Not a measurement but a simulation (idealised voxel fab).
Process module name: voxel transistor to metal
cross-section cut | 140 nm wide | cells 5 nm
Bands, listed from the top down, are how a cross-section gets written in this document; the cross-section itself is a grid of square cells, and a band is one or more rows of them. Quick guide to a band line: top height, bottom height (nm) up front; then every material left to right with its width in nm. Only one material and it's marked "edge to edge"? Then it fills the band edge to edge. And "air" just means empty space. We count height from 0. Below that, the starting wafer is all one material. The lowest band never ends at the bottom but goes on down; see "0 nm and below" for how that is written. Width "30->40": first value at the band's top row of cells, second value at its bottom row, equal change from row to row. Take "same as before" at face value: in the step it is given for, the cross-section changed in none of its cells. Entry "Enclosed void listing" = empty spaces >= 8 cells with no open way to the top; each as width x height at distance, distance from left edge, all nm. Past the settings on a step's line: simulator remark, on that step. For masked steps, "overlay nm" on the step line gives how far right of plan the mask actually lay; a minus sign means it lay to the left.

# List of planned process steps
| 1 | RECEIVE with material Si |
| 2 | OXIDIZE with depth nm 5 |
| 3 | CONFORMAL_DEP with material SiN, thk nm 15 |
| 4 | PATTERN with tone cover, mask id ACTIVE, material resist, width nm 100, thk nm 15, overlay nm 0 |
| 5 | DIRECTIONAL_ETCH with etch materials SiN, depth nm 15 |
| 6 | DIRECTIONAL_ETCH with etch materials SiO2, depth nm 5 |
| 7 | DIRECTIONAL_ETCH with etch materials Si, depth nm 30 |
| 8 | STRIP with etch materials resist |
| 9 | OXIDIZE with depth nm 5 |
| 10 | FILL_DEP with material SiO2, thk nm 10 |
| 11 | CMP with height nm 15 |
| 12 | SELECTIVE_ETCH with etch materials SiO2, depth nm 5 |
| 13 | STRIP with etch materials SiN |
| 14 | SELECTIVE_ETCH with etch materials SiO2, depth nm 5 |
| 15 | OXIDIZE with depth nm 5 |
| 16 | DIRECTIONAL_DEP with material polySi, thk nm 20 |
| 17 | DIRECTIONAL_DEP with material SiCN, thk nm 15 |
| 18 | DIRECTIONAL_DEP with material aC, thk nm 15 |
| 19 | PATTERN with tone cover, mask id GATE, material resist, width nm 20, thk nm 35, overlay nm 0 |
| 20 | DIRECTIONAL_ETCH with etch materials aC, depth nm 15 |
| 21 | STRIP with etch materials resist |
| 22 | DIRECTIONAL_ETCH with etch materials SiCN, depth nm 25 |
| 23 | DIRECTIONAL_ETCH with etch materials polySi, depth nm 30 |
| 24 | STRIP with etch materials aC |
| 25 | CONFORMAL_DEP with material SiN, thk nm 10 |
| 26 | DIRECTIONAL_ETCH with etch materials SiN, depth nm 10 |
| 27 | DIRECTIONAL_ETCH with etch materials SiO2, depth nm 5 |
| 28 | DIRECTIONAL_ETCH with etch materials Si, depth nm 15 |
| 29 | EPI with material nSi, thk nm 15 |
| 30 | FILL_DEP with material SiO2, thk nm 10 |
| 31 | CMP with height nm 30 |
| 32 | DIRECTIONAL_DEP with material SiO2, thk nm 10 |
| 33 | DIRECTIONAL_DEP with material aC, thk nm 15 |
| 34 | PATTERN with tone open, mask id CONTACT, material resist, width nm 25, pitch nm 55, thk nm 35, overlay nm 0 |
| 35 | DIRECTIONAL_ETCH with etch materials aC, depth nm 15 |
| 36 | STRIP with etch materials resist |
| 37 | DIRECTIONAL_ETCH with etch materials SiO2, depth nm 50 |
| 38 | STRIP with etch materials aC |
| 39 | CONFORMAL_DEP with material TiN, thk nm 5 |
| 40 | FILL_DEP with material W, thk nm 10 |
| 41 | CMP with height nm 40 |
| 42 | CONFORMAL_DEP with material SiN, thk nm 5 |
| 43 | DIRECTIONAL_DEP with material SiO2, thk nm 25 |
| 44 | MASKED_ETCH with tone open, mask id METAL_1, width nm 15, pitch nm 65, etch materials SiO2, depth nm 25, overlay nm 0 |
| 45 | MASKED_ETCH with tone open, mask id METAL_1, width nm 15, pitch nm 65, etch materials SiN, depth nm 5, overlay nm 0 |
| 46 | CONFORMAL_DEP with material TiN, thk nm 5 |
| 47 | FILL_DEP with material Ru, thk nm 10 |
| 48 | CMP with height nm 70 |
| 49 | CONFORMAL_DEP with material SiCN, thk nm 5 |
| 50 | DIRECTIONAL_DEP with material lowk, thk nm 25 |
| 51 | PATTERN with tone open, mask id METAL_2, material resist, width nm 15, pitch nm 65, thk nm 15, overlay nm 0 |
| 52 | DIRECTIONAL_ETCH with etch materials lowk, depth nm 15 |
| 53 | STRIP with etch materials resist |
| 54 | PATTERN with tone open, mask id METAL_2_HOLES, material resist, width nm 15, pitch nm 65, thk nm 20, overlay nm 0 |
| 55 | DIRECTIONAL_ETCH with etch materials lowk, depth nm 10 |
| 56 | DIRECTIONAL_ETCH with etch materials SiCN, depth nm 5 |
| 57 | STRIP with etch materials resist |
| 58 | CONFORMAL_DEP with material TiN, thk nm 5 |
| 59 | FILL_DEP with material Cu, thk nm 10 |
| 60 | CMP with height nm 100 |
| 61 | CONFORMAL_DEP with material SiN, thk nm 5 |

# Cross-section, incoming material, after step 1
> 0 nm and below = Si edge to edge
> Enclosed void listing: none

# Cross-section at module end, one run error; start and plan unchanged from above
> 105 nm to 100 nm = SiN edge to edge
> 100 nm to 90 nm = 30 lowk | 5 TiN | 5 Cu | 5 TiN | 50 lowk | 5 TiN | 5 Cu | 5 TiN | 30 lowk
> 90 nm to 85 nm = 30 SiCN | 15 TiN | 50 SiCN | 15 TiN | 30 SiCN
> 85 nm to 75 nm = Ru edge to edge
> 75 nm to 70 nm = 35 TiN | 5 Ru | 60 TiN | 5 Ru | 35 TiN
> 70 nm to 45 nm = 30 SiO2 | 5 TiN | 5 Ru | 5 TiN | 50 SiO2 | 5 TiN | 5 Ru | 5 TiN | 30 SiO2
> 45 nm to 40 nm = 30 SiN | 15 TiN | 50 SiN | 15 TiN | 30 SiN
> 40 nm to 30 nm = 30 SiO2 | 5 TiN | 15->10 W | 5->10 TiN | 30 SiO2 | 5->10 TiN | 15->10 W | 5 TiN | 30 SiO2
> 30 nm to 15 nm = 30 SiO2 | 5 TiN | 10 W | 5 TiN | 10 SiN | 20 SiCN | 10 SiN | 5 TiN | 10 W | 5 TiN | 30 SiO2
> 15 nm to 10 nm = 30 SiO2 | 5 TiN | 10 W | 5 TiN | 10 SiN | 20 polySi | 10 SiN | 5 TiN | 10 W | 5 TiN | 30 SiO2
> 10 nm to 5 nm = 30 SiO2 | 20 TiN | 10 SiN | 20 polySi | 10 SiN | 20 TiN | 30 SiO2
> 5 nm to -5 nm = 15 SiO2 | 10 SiN | 5 SiO2 | 5 TiN | 15 nSi | 10 SiN | 20 polySi | 10 SiN | 15 nSi | 5 TiN | 5 SiO2 | 10 SiN | 15 SiO2
> -5 nm to -10 nm = 30 SiO2 | 5 TiN | 15 nSi | 40 SiO2 | 15 nSi | 5 TiN | 30 SiO2
> -10 nm to -25 nm = 25 SiO2 | 25 nSi | 40 Si | 25 nSi | 25 SiO2
> -25 nm to -40 nm = 25 SiO2 | 90 Si | 25 SiO2
> -40 nm and below = Si edge to edge
> Enclosed void listing: none
It is concluded that the wafer was processed incorrectly with respect to the plan, in that step 48 was dropped from the plan's execution and never run
